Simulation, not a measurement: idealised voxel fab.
The following process module bears the name voxel air gaps.
Section shown: cut. Width: 210 nm. Cell size: 5 nm, square.
If you're reading a cross-section in this doc, picture square cells in a grid; it comes to you as bands, top ones listed first down to the bottom, and a band can be one or more rows of cells.
Basically the band line says how high the top is and how high the bottom is, in nm, and then what's in it from left to right, every material with its width in nm. Empty space shows up as "empty", and if a single material carries "edge to edge" it runs the full band edge to edge.
All heights in this document are referenced to 0, defined as the level beneath which the wafer, as received, consists entirely of one material. The lowest band is not bounded below; it extends indefinitely downward and is written in the form "0 and below".
Width spec "30 to 40" -> top row of cells at first value, bottom row at second value, equal per-row change in between.
Where the words "no change" appear for a step, the cross-section shows no cell changed by that step; every cell remained as before.
Look at "Completely sealed voids" for the closed voids: empty spaces with no open path to the top, sized 8 cells or up. Each is width x height at distance, distance from the left edge, all nm.
after a step's settings: what the simulator itself notes on the step
"overlay nm" denotes, for a step that has a mask, the displacement of the mask to the right of its planned place, with negative values corresponding to the left.

**So here's the lineup of process steps we planned**
| 1 | RECEIVE [material Si] |
| 2 | CONFORMAL_DEP [material SiO2] [thk nm 15] |
| 3 | CONFORMAL_DEP [material SiCN] [thk nm 5] |
| 4 | DIRECTIONAL_DEP [material SiO2] [thk nm 40] |
| 5 | DIRECTIONAL_DEP [material aC] [thk nm 15] |
| 6 | PATTERN [tone open] [mask id LINES] [material resist] [width nm 20] [pitch nm 50] [thk nm 35] [overlay nm 0] |
| 7 | DIRECTIONAL_ETCH [etch materials aC] [depth nm 15] |
| 8 | STRIP [etch materials resist] |
| 9 | DIRECTIONAL_ETCH [etch materials SiO2] [depth nm 40] |
| 10 | STRIP [etch materials aC] |
| 11 | CONFORMAL_DEP [material TiN] [thk nm 5] |
| 12 | FILL_DEP [material Ru] [thk nm 10] |
| 13 | CMP [height nm 60] |
| 14 | EPI [material Ru] [thk nm 10] |
| 15 | SELECTIVE_ETCH [etch materials SiO2] [depth nm 50] |
| 16 | CONFORMAL_DEP [material SiCN] [thk nm 5] |

**This is the cross-section of the wafer as we received it, i.e. after step 1**
	0 and below  Si edge to edge
	Completely sealed voids: none

**Post-module cross-section of the first of two wafers (run per plan)**
	75 down to 70  empty: 5, then SiCN: 200, then empty: 5
	70 down to 60  empty: 5, then SiCN: 5, then Ru: 40, then SiCN: 10, then Ru: 40, then SiCN: 10, then Ru: 40, then SiCN: 10, then Ru: 40, then SiCN: 5, then empty: 5
	60 down to 55  empty: 5, then SiCN: 15, then TiN: 5, then Ru: 10, then TiN: 5, then SiCN: 30, then TiN: 5, then Ru: 10, then TiN: 5, then SiCN: 30, then TiN: 5, then Ru: 10, then TiN: 5, then SiCN: 30, then TiN: 5, then Ru: 10, then TiN: 5, then SiCN: 15, then empty: 5
	55 down to 25  empty: 15, then SiCN: 5, then TiN: 5, then Ru: 10, then TiN: 5, then SiCN: 5, then empty: 20, then SiCN: 5, then TiN: 5, then Ru: 10, then TiN: 5, then SiCN: 5, then empty: 20, then SiCN: 5, then TiN: 5, then Ru: 10, then TiN: 5, then SiCN: 5, then empty: 20, then SiCN: 5, then TiN: 5, then Ru: 10, then TiN: 5, then SiCN: 5, then empty: 15
	25 down to 20  SiCN: 20, then TiN: 20, then SiCN: 30, then TiN: 20, then SiCN: 30, then TiN: 20, then SiCN: 30, then TiN: 20, then SiCN: 20
	20 down to 15  SiCN edge to edge
	15 down to 0  SiO2 edge to edge
	0 and below  Si edge to edge
	Completely sealed voids: 20 x 30 at 45; 20 x 30 at 95; 20 x 30 at 145

**Same start, same plan as the first wafer - but one mistake in the run. Cross-section of the second of the two at the end of the module**
	75 down to 70  SiCN edge to edge
	70 down to 55  Ru edge to edge
	55 down to 50  TiN: 25, then Ru: 10, then TiN: 40, then Ru: 10, then TiN: 40, then Ru: 10, then TiN: 40, then Ru: 10, then TiN: 25
	50 down to 25  SiO2: 20, then TiN: 5, then Ru: 10, then TiN: 5, then SiO2: 30, then TiN: 5, then Ru: 10, then TiN: 5, then SiO2: 30, then TiN: 5, then Ru: 10, then TiN: 5, then SiO2: 30, then TiN: 5, then Ru: 10, then TiN: 5, then SiO2: 20
	25 down to 20  SiO2: 20, then TiN: 20, then SiO2: 30, then TiN: 20, then SiO2: 30, then TiN: 20, then SiO2: 30, then TiN: 20, then SiO2: 20
	20 down to 15  SiCN edge to edge
	15 down to 0  SiO2 edge to edge
	0 and below  Si edge to edge
	Completely sealed voids: none
What was done differently from what was planned? it should be noted that step 4 was executed with settings other than those planned, the operation and settings actually applied being DIRECTIONAL_DEP [material SiO2] [thk nm 30]
End of process, cell counts, second wafer against first, materials with more or fewer: 54 more of Ru, 112 fewer of SiCN, 156 more of SiO2, 18 more of TiN
The first wafer finishes with 3 closed voids, while the second finishes with 0.
